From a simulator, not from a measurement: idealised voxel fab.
This section sets out a process module, namely voxel capacitor over wiring.
Cross-sectional view cut (width: 180 nm; square cell size: 5 nm).
A cross-section is a grid of square cells, given in bands from the top down. A band is one or more rows of cells. First you get the band's top height and its bottom height, in nm, and then the materials it's made of, left to right, with each width in nm. If you see a single material with "full width", that one covers the band edge to edge. "empty" is empty space. Convention: height 0 is the level below which the wafer, as received, is all one material. The lowest band does not terminate at the bottom but continues downward, represented as "z 0 and below". The width entry "30..40" should be interpreted row by row: the top row of cells in the band takes the first number, the bottom row takes the second number, and the change between adjacent rows is uniform throughout. You'll sometimes find "nothing changed" written for a step, and that's the way of saying that nowhere in the cross-section did a cell change during that step. Basically, "Non-vented voids" tells you about the enclosed voids: empty spaces with no open way to the top, 8 cells or bigger, each written width x height at distance, where distance is from the left edge, all in nm. If you see something after the settings on a step's line, that's the simulator's own remark about that step. overlay nm: right-of-plan distance of the mask on a masked step; negative values mean left-of-plan.
The following list gives the planned process steps:
| 1 | op RECEIVE | material Si |
| 2 | op CONFORMAL_DEP | material SiO2 | thk nm 15 |
| 3 | op DIRECTIONAL_DEP | material TiN | thk nm 5 |
| 4 | op DIRECTIONAL_DEP | material W | thk nm 20 |
| 5 | op MASKED_ETCH | tone cover | mask id METAL_1 | width nm 20 | pitch nm 75 | etch materials W | depth nm 20 | overlay nm 0 |
| 6 | op MASKED_ETCH | tone cover | mask id METAL_1 | width nm 20 | pitch nm 75 | etch materials TiN | depth nm 5 | overlay nm 0 |
| 7 | op CONFORMAL_DEP | material SiCN | thk nm 5 |
| 8 | op FILL_DEP | material SiO2 | thk nm 10 |
| 9 | op CMP | height nm 40 |
| 10 | op CONFORMAL_DEP | material SiCN | thk nm 5 |
| 11 | op DIRECTIONAL_DEP | material lowk | thk nm 20 |
| 12 | op DIRECTIONAL_DEP | material aC | thk nm 10 |
| 13 | op PATTERN | tone open | mask id PLUG_1 | material resist | width nm 15 | thk nm 25 | overlay nm -15 |
| 14 | op DIRECTIONAL_ETCH | etch materials aC | depth nm 10 |
| 15 | op STRIP | etch materials resist |
| 16 | op DIRECTIONAL_ETCH | etch materials lowk | depth nm 20 |
| 17 | op DIRECTIONAL_ETCH | etch materials SiCN | depth nm 5 |
| 18 | op STRIP | etch materials aC |
| 19 | op CONFORMAL_DEP | material TiN | thk nm 5 |
| 20 | op FILL_DEP | material Ru | thk nm 5 |
| 21 | op CMP | height nm 65 |
| 22 | op DIRECTIONAL_DEP | material TiN | thk nm 5 |
| 23 | op DIRECTIONAL_DEP | material HfO2 | thk nm 5 |
| 24 | op DIRECTIONAL_DEP | material TiN | thk nm 5 |
| 25 | op MASKED_ETCH | tone cover | mask id UPPER_PLATE | width nm 60 | etch materials TiN | depth nm 5 | overlay nm 0 |
| 26 | op MASKED_ETCH | tone cover | mask id UPPER_PLATE | width nm 60 | etch materials HfO2 | depth nm 5 | overlay nm 0 |
| 27 | op MASKED_ETCH | tone cover | mask id LOWER_PLATE | width nm 70 | etch materials TiN | depth nm 5 | overlay nm 0 |
| 28 | op FILL_DEP | material SiO2 | thk nm 20 |
| 29 | op CMP | height nm 95 |
| 30 | op PATTERN | tone open | mask id PLUG_2 | material resist | width nm 15 | thk nm 20 | overlay nm 0 |
| 31 | op DIRECTIONAL_ETCH | etch materials SiO2 | depth nm 15 |
| 32 | op STRIP | etch materials resist |
| 33 | op CONFORMAL_DEP | material TiN | thk nm 5 |
| 34 | op FILL_DEP | material Ru | thk nm 10 |
| 35 | op CMP | height nm 95 |
| 36 | op CONFORMAL_DEP | material SiN | thk nm 5 |
Be aware that, although all wafers share a common starting state, the overlay nm at step 13 differs among them, and the plan displays the first wafer's value.
After step 1, as received: first of several wafers, cross-section:
z 0 and below | Si full width
Non-vented voids: none
Tabulated below, wafer by wafer, are the end-of-module results: for each material, the number of cells gained (+) or lost (-) relative to the as-received state, followed by the closed voids:
overlay nm -15; +12 HfO2; +6 Ru; +77 SiCN; +36 SiN; +373 SiO2; +52 TiN; +32 W; +132 lowk; Non-vented voids: none
overlay nm -10; +12 HfO2; +6 Ru; +77 SiCN; +36 SiN; +373 SiO2; +52 TiN; +32 W; +132 lowk; Non-vented voids: none
overlay nm -5; +12 HfO2; +6 Ru; +77 SiCN; +36 SiN; +373 SiO2; +52 TiN; +32 W; +132 lowk; Non-vented voids: none
overlay nm 0; +12 HfO2; +6 Ru; +77 SiCN; +36 SiN; +373 SiO2; +52 TiN; +32 W; +132 lowk; Non-vented voids: none
overlay nm 5; +12 HfO2; +6 Ru; +77 SiCN; +36 SiN; +373 SiO2; +52 TiN; +32 W; +132 lowk; Non-vented voids: none
overlay nm 10; +12 HfO2; +6 Ru; +77 SiCN; +36 SiN; +373 SiO2; +52 TiN; +32 W; +132 lowk; Non-vented voids: none
overlay nm 15; +12 HfO2; +6 Ru; +77 SiCN; +36 SiN; +373 SiO2; +52 TiN; +32 W; +132 lowk; Non-vented voids: none
